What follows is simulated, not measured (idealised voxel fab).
process module | voxel local oxidation
cross-section cut | 145 nm wide | cells 5 nm
A cross-section is a grid of square cells, given in bands from the top down. A band is one or more rows of cells.
Each band's line starts with the height of the band's top and of its bottom, in nm. Then come its materials from left to right, each with its width in nm. One material with "throughout" fills the band from edge to edge. "air" is empty space.
Height 0 is the level under which the wafer as received is all one material. The lowest band goes on downwards, as in "0 down".
A width such as "30 to 40" changes by the same amount from each row of cells to the next, from the band's top row to its bottom row.
"no change" after a step means that no cell of the cross-section changed.
closed voids: empty space of 8 cells or more with no open way to the top, each as width x height at its distance from the left edge, in nm
after a step's settings: what the simulator itself notes on the step
overlay nm, on a step with a mask: how far to the right of its planned place the mask lay; to the left if negative
plan
1 op RECEIVE | material Si
2 op CONFORMAL_DEP | material SiO2 | thk nm 5
3 op CONFORMAL_DEP | material SiN | thk nm 10
4 op PATTERN | tone cover | mask id ACTIVE | material resist | width nm 100 | thk nm 20 | overlay nm 0
5 op DIRECTIONAL_ETCH | etch materials SiN | depth nm 10
6 op STRIP | etch materials resist
7 op SELECTIVE_ETCH | etch materials SiO2 | depth nm 5
8 op OXIDIZE | depth nm 15
9 op STRIP | etch materials SiN
varied across the wafers: depth nm of step 7. The plan shows the first wafer's value. All wafers start alike
first wafer as received, after step 1
  0 down: Si throughout
  closed voids: none
first wafer at the end, after step 9
  5 to 0: air 25 | SiO2 90 | air 30
  0 to -15: SiO2 40 | Si 60 | SiO2 45
  -15 down: Si throughout
  closed voids: none
last wafer at the end
  5 to 0: air 40 | SiO2 60 | air 45
  0 to -15: SiO2 55 | Si 30 | SiO2 60
  -15 down: Si throughout
  closed voids: none
each wafer at the end: cells of each material gained (+) or lost (-) since it was received, then its closed voids
depth nm 5 | -51 Si | +69 SiO2 | closed voids: none
depth nm 10 | -57 Si | +73 SiO2 | closed voids: none
depth nm 15 | -63 Si | +77 SiO2 | closed voids: none
depth nm 20 | -69 Si | +81 SiO2 | closed voids: none
